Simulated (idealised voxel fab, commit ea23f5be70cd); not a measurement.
The process module that follows is named voxel double patterning.
Displayed cross-section: cut, width of 230 nm, square cells sized 5 nm.
Format of a cross-section: grid, square cells. Given as bands. Order: top down. Band: one or more rows of cells. Band: top height; bottom height; in nm. Then, left to right: material with width in nm, for each material. "all across": a single material spanning edge to edge. "blank": empty space. Measure heights from 0. That's the level where, below it, the as-received wafer is all one material. The lowest band is bottomless and extends downward; write it as in "z 0 and below". When a width is written as two numbers, as in "30 to 40", the first number is the width in the top row of cells of the band and the second is the width in its bottom row, and the width changes by the same amount from each row to the next. Any step labelled "no alteration" changed none of the cells in the cross-section. "Fully sealed voids" - sealed voids, min. 8 cells, no opening to top; format: width x height at distance (distance from left edge; nm throughout). That trailing text on a step's line, after the settings, is the simulator's own remark on the step. What "overlay nm" on a step's line means: if the step has a mask, that mask lay this far to the right of its planned place, or, when the value is negative, to the left.
The steps planned for the process are as follows
1) RECEIVE,material Si
2) CONFORMAL_DEP,material SiO2,thk nm 5
3) DIRECTIONAL_DEP,material W,thk nm 20
4) DIRECTIONAL_DEP,material SiCN,thk nm 10
5) DIRECTIONAL_DEP,material aC,thk nm 10
6) PATTERN,tone open,mask id FIRST,material resist,width nm 15,pitch nm 50,thk nm 25,overlay nm 0
7) DIRECTIONAL_ETCH,etch materials aC,depth nm 10
8) STRIP,etch materials resist
9) DIRECTIONAL_ETCH,etch materials SiCN,depth nm 10
10) STRIP,etch materials aC
11) MASKED_ETCH,tone open,mask id SECOND,width nm 15,pitch nm 50,etch materials SiCN,depth nm 10,overlay nm 0
12) DIRECTIONAL_ETCH,etch materials W,depth nm 20
13) STRIP,etch materials SiCN
Incoming wafer in cross-section (state: after step 1)
  z 0 and below: Si all across
  Fully sealed voids: none
End state of the module in cross-section, given the above starting point and plan and one mistake in execution
  z 25 to 5: W: 55 / blank: 30 / W: 20 / blank: 30 / W: 20 / blank: 15 / W: 60
  z 5 to 0: SiO2 all across
  z 0 and below: Si all across
  Fully sealed voids: none
Which mistake was made when the wafer was run? in deviation from the planned setting, step 11 was conducted as MASKED_ETCH,tone open,mask id SECOND,width nm 15,pitch nm 50,etch materials SiCN,depth nm 10,overlay nm -10
